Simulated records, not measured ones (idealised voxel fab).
process module | voxel ribs on slabs
cross-section cut | 225 nm wide | cells 5 nm
In this document a cross-section is written as a grid of square cells. It is given as a series of bands, listed from the top down, and a band is one or more rows of cells. It is stipulated that each band's entry specify, in nanometres, the height of the top of the band and then that of its bottom, followed by the materials of the band in left-to-right sequence, each together with its width in nanometres. A single material marked by the word "all across" is understood to fill the band from edge to edge; the word "air" is understood to denote empty space. Beneath 0, the wafer as received is one material, and that level is where height counting begins. The lowest band goes on downward without a bottom; it is written like "z 0 and below". With a width like "30 to 40", each row of cells in the band differs from the next by the same amount, the top row carrying the first number and the bottom row the second. The designation "nothing was modified", where it is given for a processing step, indicates that no cell of the cross-section was altered in the course of that step. The entry titled "Completely enclosed voids" provides the empty spaces that have no open way to the top, restricted to those of 8 cells or more. Each is presented as width x height at distance, the distance being measured from the left edge, with all three in nm. That trailing text on a step's line, after the settings, is the simulator's own remark on the step. The optional step-line setting "overlay nm" applies to steps with a mask and quantifies how far to the right of its planned location the mask lay, a negative value indicating leftward placement.

**Intended process steps**
1. RECEIVE, material Si
2. DIRECTIONAL_DEP, material SiO2, thk nm 25
3. DIRECTIONAL_DEP, material SiN, thk nm 20
4. MASKED_ETCH, tone cover, mask id RIB, width nm 30, etch materials SiN, depth nm 10, overlay nm 0
5. PATTERN, tone cover, mask id SLAB, material resist, width nm 80, thk nm 20, overlay nm 0
6. DIRECTIONAL_ETCH, etch materials SiN, depth nm 10
7. STRIP, etch materials resist
8. FILL_DEP, material SiO2, thk nm 20
9. CMP, height nm 60
10. DIRECTIONAL_DEP, material W, thk nm 10
11. DIRECTIONAL_DEP, material aC, thk nm 15
12. PATTERN, tone cover, mask id HEATER, material resist, width nm 40, thk nm 30, overlay nm 0
13. DIRECTIONAL_ETCH, etch materials aC, depth nm 15
14. STRIP, etch materials resist
15. DIRECTIONAL_ETCH, etch materials W, depth nm 10
16. STRIP, etch materials aC
17. CONFORMAL_DEP, material SiN, thk nm 5

**The cross-section here shows the wafer as received, i.e. in its state after step 1**
  z 0 and below = Si all across
  Completely enclosed voids: none

**Cross-section taken at module completion on the first of two wafers; processed per the plan**
  z 75 to 70 = air: 85, then SiN: 50, then air: 90
  z 70 to 65 = air: 85, then SiN: 5, then W: 40, then SiN: 5, then air: 90
  z 65 to 60 = SiN: 90, then W: 40, then SiN: 95
  z 60 to 45 = SiO2 all across
  z 45 to 35 = SiO2: 95, then SiN: 30, then SiO2: 100
  z 35 to 25 = SiO2: 70, then SiN: 80, then SiO2: 75
  z 25 to 0 = SiO2 all across
  z 0 and below = Si all across
  Completely enclosed voids: none

**Second wafer of the two, sectioned at the end of the module. It began like the first and followed the same plan, but one mistake was made while running it**
  z 75 to 70 = air: 85, then SiN: 50, then air: 90
  z 70 to 65 = air: 85, then SiN: 5, then W: 40, then SiN: 5, then air: 90
  z 65 to 60 = SiN: 90, then W: 40, then SiN: 95
  z 60 to 45 = SiO2 all across
  z 45 to 35 = SiO2: 95, then SiN: 30, then SiO2: 100
  z 35 to 25 = SiO2: 70, then SiN: 80, then SiO2: 75
  z 25 to 0 = W all across
  z 0 and below = Si all across
  Completely enclosed voids: none
In executing the process, a mistake was made relative to the plan: step 2 did not use the planned setting and instead ran as DIRECTIONAL_DEP, material W, thk nm 25
End of process, cell counts, second wafer against first, materials with more or fewer: SiO2 -225 | W +225
